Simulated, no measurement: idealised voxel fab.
This is a process module. Its name is voxel ribs on slabs.
Shown is cross-section cut, with a width of 190 nm and square cells of size 5 nm.
Think of the cross-section as a grid of square cells. We describe it in bands, top to bottom, and each band covers one or more rows of those cells. What a band's entry tells you: where the top is and where the bottom is, as heights in nm, and after that what lies inside, material by material from left to right, each with its width in nm. Empty space is written as the word "empty", and a single material marked with the word "all across" occupies the band from edge to edge. Height 0 is the level under which the wafer as received is all one material. The lowest band goes on downwards, as in "from 0 down". Top row gets the first number, bottom row gets the second, and each row in between changes by the same step: that is how a band width like "30->40" works. Reading "no alteration" for a step: not a cell of the cross-section changed in it. The entry titled "Closed void table" provides the empty spaces that have no open way to the top, restricted to those of 8 cells or more. Each is presented as width x height at distance, the distance being measured from the left edge, with all three in nm. Formally, on a step line, whatever follows the settings is a remark that the simulator itself makes on the step. Steps that use a mask can have "overlay nm" on their line. It says how far the mask sat to the right of where it was meant to be. Negative means to the left.
**Planned process steps**
1: RECEIVE with material Si
2: DIRECTIONAL_DEP with material SiO2, thk nm 20
3: DIRECTIONAL_DEP with material SiN, thk nm 25
4: DIRECTIONAL_DEP with material aC, thk nm 10
5: PATTERN with tone cover, mask id RIB, material resist, width nm 20, thk nm 30, overlay nm 0
6: DIRECTIONAL_ETCH with etch materials aC, depth nm 10
7: STRIP with etch materials resist
8: DIRECTIONAL_ETCH with etch materials SiN, depth nm 10
9: STRIP with etch materials aC
10: DIRECTIONAL_DEP with material aC, thk nm 15
11: PATTERN with tone cover, mask id SLAB, material resist, width nm 80, thk nm 35, overlay nm 0
12: DIRECTIONAL_ETCH with etch materials aC, depth nm 15
13: STRIP with etch materials resist
14: DIRECTIONAL_ETCH with etch materials SiN, depth nm 15
15: STRIP with etch materials aC
16: FILL_DEP with material SiO2, thk nm 20
17: CMP with height nm 55
18: DIRECTIONAL_DEP with material W, thk nm 5
19: MASKED_ETCH with tone cover, mask id HEATER, width nm 30, etch materials W, depth nm 5, overlay nm 0
20: CONFORMAL_DEP with material SiN, thk nm 5
**The first of a set of two wafers, run to plan**
**Here's what the wafer looked like in cross-section when it arrived - that's after step 1**
from 0 down  Si all across
Closed void table: none
**You're looking at a cross-section of the wafer after step 2**
from 20 to 0  SiO2 all across
Everything under 0 stays put, no change at all.
**You're looking at a cross-section of the wafer after step 3**
from 45 to 20  SiN all across
Everything under 20 stays put, no change at all.
**You're looking at a cross-section of the wafer after step 4**
from 55 to 45  aC all across
Everything under 45 stays put, no change at all.
**You're looking at a cross-section of the wafer after step 5**
from 85 to 55  empty=85 / resist=20 / empty=85
Everything under 55 stays put, no change at all.
**You're looking at a cross-section of the wafer after step 6**
from 75 to 55  empty=85 / resist=20 / empty=85
from 55 to 45  empty=85 / aC=20 / empty=85
Everything under 45 stays put, no change at all.
**You're looking at a cross-section of the wafer after step 7**
from 55 to 45  empty=85 / aC=20 / empty=85
Everything under 45 stays put, no change at all.
**You're looking at a cross-section of the wafer after step 8**
from 55 to 45  empty=85 / aC=20 / empty=85
from 45 to 35  empty=85 / SiN=20 / empty=85
Everything under 35 stays put, no change at all.
**You're looking at a cross-section of the wafer after step 9**
from 45 to 35  empty=85 / SiN=20 / empty=85
Everything under 35 stays put, no change at all.
**You're looking at a cross-section of the wafer after step 10**
from 60 to 50  empty=85 / aC=20 / empty=85
from 50 to 45  aC all across
from 45 to 35  aC=85 / SiN=20 / aC=85
Everything under 35 stays put, no change at all.
**You're looking at a cross-section of the wafer after step 11**
from 95 to 60  empty=55 / resist=80 / empty=55
from 60 to 50  empty=55 / resist=30 / aC=20 / resist=30 / empty=55
Everything under 50 stays put, no change at all.
**You're looking at a cross-section of the wafer after step 12**
from 80 to 60  empty=55 / resist=80 / empty=55
from 60 to 50  empty=55 / resist=30 / aC=20 / resist=30 / empty=55
from 50 to 45  empty=55 / aC=80 / empty=55
from 45 to 35  empty=55 / aC=30 / SiN=20 / aC=30 / empty=55
Everything under 35 stays put, no change at all.
**You're looking at a cross-section of the wafer after step 13**
from 60 to 50  empty=85 / aC=20 / empty=85
Everything under 50 stays put, no change at all.
**You're looking at a cross-section of the wafer after step 14**
from 60 to 50  empty=85 / aC=20 / empty=85
from 50 to 45  empty=55 / aC=80 / empty=55
from 45 to 35  empty=55 / aC=30 / SiN=20 / aC=30 / empty=55
from 35 to 20  empty=55 / SiN=80 / empty=55
Everything under 20 stays put, no change at all.
**You're looking at a cross-section of the wafer after step 15**
from 45 to 35  empty=85 / SiN=20 / empty=85
Everything under 35 stays put, no change at all.
**You're looking at a cross-section of the wafer after step 16**
from 65 to 45  SiO2 all across
from 45 to 35  SiO2=85 / SiN=20 / SiO2=85
from 35 to 20  SiO2=55 / SiN=80 / SiO2=55
Everything under 20 stays put, no change at all.
**You're looking at a cross-section of the wafer after step 17**
from 55 to 45  SiO2 all across
Everything under 45 stays put, no change at all.
**You're looking at a cross-section of the wafer after step 18**
from 60 to 55  W all across
Everything under 55 stays put, no change at all.
**You're looking at a cross-section of the wafer after step 19**
from 60 to 55  empty=80 / W=30 / empty=80
Everything under 55 stays put, no change at all.
**You're looking at a cross-section of the wafer after step 20**
from 65 to 60  empty=75 / SiN=40 / empty=75
from 60 to 55  SiN=80 / W=30 / SiN=80
Everything under 55 stays put, no change at all.
**Now the other wafer: same start, same recipe, but we messed up one thing when running it. Up to and including step 10 it's the same as the first one**
**when step 11 should have ended**
from 95 to 60  resist=55 / empty=80 / resist=55
from 60 to 50  resist=55 / empty=30 / aC=20 / empty=30 / resist=55
Everything under 50 stays put, no change at all.
**when step 12 should have ended**
from 80 to 50  resist=55 / empty=80 / resist=55
from 50 to 45  aC=55 / empty=80 / aC=55
from 45 to 35  aC=55 / empty=30 / SiN=20 / empty=30 / aC=55
Everything under 35 stays put, no change at all.
**when step 13 should have ended**
from 50 to 45  aC=55 / empty=80 / aC=55
Everything under 45 stays put, no change at all.
**when step 14 should have ended**
from 50 to 35  aC=55 / empty=80 / aC=55
from 35 to 30  SiN=55 / empty=80 / SiN=55
from 30 to 20  SiN=55 / empty=30 / SiN=20 / empty=30 / SiN=55
Everything under 20 stays put, no change at all.
**when step 15 should have ended**
from 35 to 30  SiN=55 / empty=80 / SiN=55
Everything under 30 stays put, no change at all.
**when step 16 should have ended**
from 55 to 35  SiO2 all across
from 35 to 30  SiN=55 / SiO2=80 / SiN=55
from 30 to 20  SiN=55 / SiO2=30 / SiN=20 / SiO2=30 / SiN=55
Everything under 20 stays put, no change at all.
when step 17 should have ended: no alteration
**when step 18 should have ended**
from 60 to 55  W all across
Everything under 55 stays put, no change at all.
**when step 19 should have ended**
from 60 to 55  empty=80 / W=30 / empty=80
Everything under 55 stays put, no change at all.
**when step 20 should have ended**
from 65 to 60  empty=75 / SiN=40 / empty=75
from 60 to 55  SiN=80 / W=30 / SiN=80
Everything under 55 stays put, no change at all.
Against the plan, the run slipped here: it should be noted that step 11 was executed with settings other than those planned, the operation and settings actually applied being PATTERN with tone open, mask id SLAB, material resist, width nm 80, thk nm 35, overlay nm 0
Final comparison by cell count, materials where the second wafer has more or fewer than the first: 18 more of SiN; 18 fewer of SiO2
